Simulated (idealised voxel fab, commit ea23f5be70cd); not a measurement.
Module name: voxel wiring stack (process module)
Xsec cut, 240 nm wide, square cell size 5 nm.
Format of a cross-section: grid, square cells. Given as bands. Order: top down. Band: one or more rows of cells. Look at the band entry: it leads with the top's height and the bottom's height in nm. Then it lists the materials left to right, with a width in nm for each. The word "all across" on a single material says that material fills the band edge to edge. The word "air" is empty space. Heights are expressed relative to 0, this being the level below which the as-received wafer comprises one material exclusively. The lowest band is unbounded in the downward direction and is denoted as in "0 and below". So if you see something like "30..40" for the width, read it as the top row of the band sitting at the first number and the bottom row at the second, with every row in between moving by the same amount as the last. You'll sometimes find "no change" written for a step, and that's the way of saying that nowhere in the cross-section did a cell change during that step. Closed-off voids of 8+ cells (no open route to the top) go in "Voids, sealed", written width x height at distance from the left edge, in nm. What comes after the settings on a step's line is commentary from the simulator itself on that step. On any step carrying a mask, the "overlay nm" setting, if present on the step's line, tells how far right of its planned place the mask lay; negative values point to the left.

## Steps planned for the process
- 1: RECEIVE, material Si
- 2: CONFORMAL_DEP, material SiO2, thk nm 15
- 3: CONFORMAL_DEP, material SiN, thk nm 5
- 4: DIRECTIONAL_DEP, material lowk, thk nm 20
- 5: PATTERN, tone open, mask id METAL_1, material resist, width nm 30, pitch nm 45, thk nm 15, overlay nm 0
- 6: DIRECTIONAL_ETCH, etch materials lowk, depth nm 20
- 7: DIRECTIONAL_ETCH, etch materials SiN, depth nm 5
- 8: STRIP, etch materials resist
- 9: CONFORMAL_DEP, material TiN, thk nm 5
- 10: FILL_DEP, material Cu, thk nm 5
- 11: CMP, height nm 40
- 12: CONFORMAL_DEP, material SiCN, thk nm 5
- 13: DIRECTIONAL_DEP, material lowk, thk nm 20
- 14: MASKED_ETCH, tone open, mask id PLUG_1, width nm 15, pitch nm 45, etch materials lowk, depth nm 20, overlay nm 0
- 15: MASKED_ETCH, tone open, mask id PLUG_1, width nm 15, pitch nm 45, etch materials SiCN, depth nm 5, overlay nm 0
- 16: CONFORMAL_DEP, material TiN, thk nm 5
- 17: FILL_DEP, material Cu, thk nm 5
- 18: CMP, height nm 65
- 19: CONFORMAL_DEP, material SiCN, thk nm 5
- 20: DIRECTIONAL_DEP, material lowk, thk nm 20
- 21: DIRECTIONAL_DEP, material aC, thk nm 15
- 22: PATTERN, tone open, mask id METAL_2, material resist, width nm 30, pitch nm 45, thk nm 35, overlay nm 0
- 23: DIRECTIONAL_ETCH, etch materials aC, depth nm 15
- 24: STRIP, etch materials resist
- 25: DIRECTIONAL_ETCH, etch materials lowk, depth nm 20
- 26: DIRECTIONAL_ETCH, etch materials SiCN, depth nm 5
- 27: STRIP, etch materials aC
- 28: CONFORMAL_DEP, material TiN, thk nm 5
- 29: FILL_DEP, material W, thk nm 5
- 30: CMP, height nm 90
- 31: EPI, material Ru, thk nm 5
- 32: FILL_DEP, material SiCN, thk nm 5
- 33: DIRECTIONAL_DEP, material lowk, thk nm 35
- 34: PATTERN, tone open, mask id METAL_3, material resist, width nm 30, pitch nm 45, thk nm 20, overlay nm 0
- 35: DIRECTIONAL_ETCH, etch materials lowk, depth nm 20
- 36: STRIP, etch materials resist
- 37: MASKED_ETCH, tone open, mask id METAL_3_HOLES, width nm 15, pitch nm 45, etch materials lowk, depth nm 15, overlay nm 0
- 38: MASKED_ETCH, tone open, mask id METAL_3_HOLES, width nm 15, pitch nm 45, etch materials SiCN, depth nm 5, overlay nm 0
- 39: CONFORMAL_DEP, material TiN, thk nm 5
- 40: FILL_DEP, material Cu, thk nm 5
- 41: CMP, height nm 135
- 42: CONFORMAL_DEP, material SiCN, thk nm 5
Quick note for whoever runs this: the wafers start identical, but the width nm at step 14 isn't the same across them. The plan just shows what the first wafer had.

## Cross-section: the first of several wafers in its as-received state, i.e. following step 1
- 0 and below  Si all across
- Voids, sealed: none

## After the module's final step, step 42: the first of several wafers in cross-section
- 140 down to 135  SiCN all across
- 135 down to 120  lowk 35; TiN 5; Cu 20; TiN 5; lowk 15; TiN 5; Cu 20; TiN 5; lowk 15; TiN 5; Cu 20; TiN 5; lowk 15; TiN 5; Cu 20; TiN 5; lowk 40
- 120 down to 115  lowk 35; TiN 5; Cu 5; TiN 20; lowk 15; TiN 5; Cu 5; TiN 20; lowk 15; TiN 5; Cu 5; TiN 20; lowk 15; TiN 5; Cu 5; TiN 20; lowk 40
- 115 down to 100  lowk 35; TiN 5; Cu 5; TiN 5; lowk 30; TiN 5; Cu 5; TiN 5; lowk 30; TiN 5; Cu 5; TiN 5; lowk 30; TiN 5; Cu 5; TiN 5; lowk 55
- 100 down to 95  SiCN 35; TiN 15; SiCN 30; TiN 15; SiCN 30; TiN 15; SiCN 30; TiN 15; SiCN 55
- 95 down to 90  SiCN 30; Ru 40; SiCN 5; Ru 40; SiCN 5; Ru 40; SiCN 5; Ru 40; SiCN 35
- 90 down to 70  lowk 35; TiN 5; W 20; TiN 5; lowk 15; TiN 5; W 20; TiN 5; lowk 15; TiN 5; W 20; TiN 5; lowk 15; TiN 5; W 20; TiN 5; lowk 40
- 70 down to 65  SiCN 35; TiN 30; SiCN 15; TiN 30; SiCN 15; TiN 30; SiCN 15; TiN 30; SiCN 40
- 65 down to 45  lowk 35; TiN 5; Cu 5; TiN 5; lowk 30; TiN 5; Cu 5; TiN 5; lowk 30; TiN 5; Cu 5; TiN 5; lowk 30; TiN 5; Cu 5; TiN 5; lowk 55
- 45 down to 40  SiCN 35; TiN 15; SiCN 30; TiN 15; SiCN 30; TiN 15; SiCN 30; TiN 15; SiCN 55
- 40 down to 20  lowk 35; TiN 5; Cu 20; TiN 5; lowk 15; TiN 5; Cu 20; TiN 5; lowk 15; TiN 5; Cu 20; TiN 5; lowk 15; TiN 5; Cu 20; TiN 5; lowk 40
- 20 down to 15  SiN 35; TiN 30; SiN 15; TiN 30; SiN 15; TiN 30; SiN 15; TiN 30; SiN 40
- 15 down to 0  SiO2 all across
- 0 and below  Si all across
- Voids, sealed: none

## Last wafer of the set, cross-sectioned at end of module
- 140 down to 135  SiCN all across
- 135 down to 120  lowk 35; TiN 5; Cu 20; TiN 5; lowk 15; TiN 5; Cu 20; TiN 5; lowk 15; TiN 5; Cu 20; TiN 5; lowk 15; TiN 5; Cu 20; TiN 5; lowk 40
- 120 down to 115  lowk 35; TiN 5; Cu 5; TiN 20; lowk 15; TiN 5; Cu 5; TiN 20; lowk 15; TiN 5; Cu 5; TiN 20; lowk 15; TiN 5; Cu 5; TiN 20; lowk 40
- 115 down to 100  lowk 35; TiN 5; Cu 5; TiN 5; lowk 30; TiN 5; Cu 5; TiN 5; lowk 30; TiN 5; Cu 5; TiN 5; lowk 30; TiN 5; Cu 5; TiN 5; lowk 55
- 100 down to 95  SiCN 35; TiN 15; SiCN 30; TiN 15; SiCN 30; TiN 15; SiCN 30; TiN 15; SiCN 55
- 95 down to 90  SiCN 30; Ru 40; SiCN 5; Ru 40; SiCN 5; Ru 40; SiCN 5; Ru 40; SiCN 35
- 90 down to 70  lowk 35; TiN 5; W 20; TiN 5; lowk 15; TiN 5; W 20; TiN 5; lowk 15; TiN 5; W 20; TiN 5; lowk 15; TiN 5; W 20; TiN 5; lowk 40
- 70 down to 65  SiCN 35; TiN 30; SiCN 15; TiN 30; SiCN 15; TiN 30; SiCN 15; TiN 30; SiCN 40
- 65 down to 50  lowk 30; TiN 5; Cu 20; TiN 5; lowk 15; TiN 5; Cu 20; TiN 5; lowk 15; TiN 5; Cu 20; TiN 5; lowk 15; TiN 5; Cu 20; TiN 5; lowk 45
- 50 down to 45  lowk 30; TiN 10; Cu 5; TiN 15; lowk 15; TiN 10; Cu 5; TiN 15; lowk 15; TiN 10; Cu 5; TiN 15; lowk 15; TiN 10; Cu 5; TiN 15; lowk 45
- 45 down to 40  SiCN 35; TiN 15; SiCN 30; TiN 15; SiCN 30; TiN 15; SiCN 30; TiN 15; SiCN 55
- 40 down to 20  lowk 35; TiN 5; Cu 20; TiN 5; lowk 15; TiN 5; Cu 20; TiN 5; lowk 15; TiN 5; Cu 20; TiN 5; lowk 15; TiN 5; Cu 20; TiN 5; lowk 40
- 20 down to 15  SiN 35; TiN 30; SiN 15; TiN 30; SiN 15; TiN 30; SiN 15; TiN 30; SiN 40
- 15 down to 0  SiO2 all across
- 0 and below  Si all across
- Voids, sealed: none

## wafer rows; end of module; cells per material since receipt: (+) gained, (-) lost; then closed voids
width nm 15, +144 Cu, +32 Ru, +160 SiCN, +24 SiN, +144 SiO2, +236 TiN, +64 W, +540 lowk, Voids, sealed: none
width nm 20, +156 Cu, +32 Ru, +160 SiCN, +24 SiN, +144 SiO2, +240 TiN, +64 W, +524 lowk, Voids, sealed: none
width nm 25, +168 Cu, +32 Ru, +160 SiCN, +24 SiN, +144 SiO2, +244 TiN, +64 W, +508 lowk, Voids, sealed: none
width nm 30, +180 Cu, +32 Ru, +160 SiCN, +24 SiN, +144 SiO2, +248 TiN, +64 W, +492 lowk, Voids, sealed: none
